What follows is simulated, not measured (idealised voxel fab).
Process module name: voxel released beams
For reference, the cross-section in this document is cut, with width 205 nm and square cells of 5 nm.
In this document a cross-section is written as a grid of square cells. It is given as a series of bands, listed from the top down, and a band is one or more rows of cells.
Read a band's entry like this: the first values are the height of its top and the height of its bottom in nm, and what follows is the sequence of materials from left to right, each with its width in nm. Note that "empty" is empty space, and that a single material marked "full width" reaches across the band from edge to edge.
Beneath 0, the wafer as received is one material, and that level is where height counting begins. The lowest band goes on downward without a bottom; it is written like "from 0 down".
So if you see something like "30->40" for the width, read it as the top row of the band sitting at the first number and the bottom row at the second, with every row in between moving by the same amount as the last.
"changes: none" after a step means that no cell of the cross-section changed.
If an empty space has no open way to the top and is at least 8 cells in size, "Enclosed void entries" lists it, written width x height at distance, where distance is measured from the left edge and every value is in nm.
Read whatever lies past the settings on a step's line as the simulator's own remark about the step.
Regarding "overlay nm": on a step with a mask, it is the distance the mask lay to the right of its planned place; a negative value places it to the left.
SET OUT BELOW ARE THE PLANNED STEPS OF THE PROCESS
1,op RECEIVE | material Si
2,op CONFORMAL_DEP | material Al2O3 | thk nm 10
3,op DIRECTIONAL_DEP | material SiO2 | thk nm 20
4,op PATTERN | tone open | mask id ANCHOR | material resist | width nm 35 | thk nm 20 | overlay nm 0
5,op DIRECTIONAL_ETCH | etch materials SiO2 | depth nm 20
6,op STRIP | etch materials resist
7,op CONFORMAL_DEP | material SiN | thk nm 10
8,op PATTERN | tone cover | mask id BEAM | material resist | width nm 110 | thk nm 15 | overlay nm 0
9,op DIRECTIONAL_ETCH | etch materials SiN | depth nm 10
10,op STRIP | etch materials resist
11,op STRIP | etch materials SiO2
STEP 1 COMPLETE: CROSS-SECTION OF THE WAFER AS RECEIVED
    from 0 down: Si full width
    Enclosed void entries: none
THE FIRST OF THE TWO WAFERS AS SEEN IN CROSS-SECTION ONCE THE MODULE WAS FINISHED; PROCESSING FOLLOWED THE PLAN
    from 40 to 30: empty 45 | SiN 15 | empty 15 | SiN 80 | empty 50
    from 30 to 20: empty 50 | SiN 10 | empty 15 | SiN 10 | empty 120
    from 20 to 10: empty 50 | SiN 35 | empty 120
    from 10 to 0: Al2O3 full width
    from 0 down: Si full width
    Enclosed void entries: none
THIS IS THE SECOND OF THE TWO WAFERS, CROSS-SECTIONED AT THE END OF THE MODULE; IT STARTED EXACTLY LIKE THE FIRST AND WAS GIVEN THE SAME PLAN, BUT IT WAS RUN WITH ONE MISTAKE
    from 30 to 20: empty 45 | SiN 15 | empty 15 | SiN 80 | empty 50
    from 20 to 10: empty 50 | SiN 10 | empty 15 | SiN 10 | empty 120
    from 10 to 0: empty 50 | SiN 35 | empty 120
    from 0 down: Si full width
    Enclosed void entries: none
What was done differently from what was planned? execution of step 2 of the plan did not take place, the step having been omitted
Final cells, second wafer relative to first, materials higher or lower: Al2O3: 82 fewer
